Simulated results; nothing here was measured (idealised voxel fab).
Presented below is a process module, voxel local oxidation.
Cross-sectional view cut (width: 160 nm; square cell size: 5 nm).
If you're reading a cross-section in this doc, picture square cells in a grid; it comes to you as bands, top ones listed first down to the bottom, and a band can be one or more rows of cells. Band entry format. Leading values: height of top, height of bottom, nm. Remainder: materials in left-to-right order, each with its width in nm. Special words: "throughout" on a single material, which then fills the band edge to edge; "empty", empty space. Convention: height 0 is the level below which the wafer, as received, is all one material. The lowest band does not terminate at the bottom but continues downward, represented as "0 down". Read "30..40" as a graded width: first number on top, second number at the bottom, same change between each pair of neighbouring rows. Where a step carries "stayed the same", the cross-section came out of it unchanged, cell for cell. The entry "Sealed voids" lists the empty spaces that cover at least 8 cells and have no open path to the top. Each is written as width x height at distance, where the distance is measured from the left edge and all three values are in nm. Note: text after step settings on the step line = simulator remark on that step. Regarding "overlay nm": on a step with a mask, it is the distance the mask lay to the right of its planned place; a negative value places it to the left.
[The steps planned for the process are as follows]
1) op RECEIVE | material Si
2) op CONFORMAL_DEP | material SiO2 | thk nm 5
3) op CONFORMAL_DEP | material SiN | thk nm 15
4) op PATTERN | tone cover | mask id ACTIVE | material resist | width nm 115 | thk nm 20 | overlay nm 0
5) op DIRECTIONAL_ETCH | etch materials SiN | depth nm 15
6) op STRIP | etch materials resist
7) op SELECTIVE_ETCH | etch materials SiO2 | depth nm 5
8) op OXIDIZE | depth nm 15
9) op STRIP | etch materials SiN
[Wafer, first of two, run as planned]
[Here's what the wafer looked like in cross-section when it arrived - that's after step 1]
  0 down = Si throughout
  Sealed voids: none
[The following cross-section depicts the wafer upon completion of step 2]
  5 to 0 = SiO2 throughout
  below 0: unchanged
[The following cross-section depicts the wafer upon completion of step 3]
  20 to 5 = SiN throughout
  below 5: unchanged
[The following cross-section depicts the wafer upon completion of step 4]
  40 to 20 = empty 20 nm | resist 115 nm | empty 25 nm
  below 20: unchanged
[The following cross-section depicts the wafer upon completion of step 5]
  40 to 20 = empty 20 nm | resist 115 nm | empty 25 nm
  20 to 5 = empty 20 nm | SiN 115 nm | empty 25 nm
  below 5: unchanged
[The following cross-section depicts the wafer upon completion of step 6]
  20 to 5 = empty 20 nm | SiN 115 nm | empty 25 nm
  below 5: unchanged
[The following cross-section depicts the wafer upon completion of step 7]
  20 to 5 = empty 20 nm | SiN 115 nm | empty 25 nm
  5 to 0 = empty 25 nm | SiO2 105 nm | empty 30 nm
  below 0: unchanged
[The following cross-section depicts the wafer upon completion of step 8]
  20 to 5 = empty 20 nm | SiN 115 nm | empty 25 nm
  5 to 0 = empty 25 nm | SiO2 105 nm | empty 30 nm
  0 to -15 = SiO2 40 nm | Si 75 nm | SiO2 45 nm
  below -15: unchanged
[The following cross-section depicts the wafer upon completion of step 9]
  5 to 0 = empty 25 nm | SiO2 105 nm | empty 30 nm
  below 0: unchanged
[Here the second wafer is described. Its start and its plan were those of the first wafer. Its run contained one mistake. Up to and including step 1, it did exactly what the first wafer did]
[Planned end of step 2: second wafer, cross-section]
  15 to 0 = SiO2 throughout
  below 0: unchanged
[Planned end of step 3: second wafer, cross-section]
  30 to 15 = SiN throughout
  below 15: unchanged
[Planned end of step 4: second wafer, cross-section]
  50 to 30 = empty 20 nm | resist 115 nm | empty 25 nm
  below 30: unchanged
[Planned end of step 5: second wafer, cross-section]
  50 to 30 = empty 20 nm | resist 115 nm | empty 25 nm
  30 to 15 = empty 20 nm | SiN 115 nm | empty 25 nm
  below 15: unchanged
[Planned end of step 6: second wafer, cross-section]
  30 to 15 = empty 20 nm | SiN 115 nm | empty 25 nm
  below 15: unchanged
[Planned end of step 7: second wafer, cross-section]
  30 to 15 = empty 20 nm | SiN 115 nm | empty 25 nm
  15 to 10 = empty 25 nm | SiO2 105 nm | empty 30 nm
  below 10: unchanged
Planned end of step 8: second wafer, cross-section: stayed the same
[Planned end of step 9: second wafer, cross-section]
  15 to 10 = empty 25 nm | SiO2 105 nm | empty 30 nm
  below 10: unchanged
Diagnosis: for step 2, the planned setting was not used; the step was instead run as op CONFORMAL_DEP | material SiO2 | thk nm 15
Count the cells at the end and the second wafer has more or fewer of some materials than the first: 51 more of Si | 13 more of SiO2
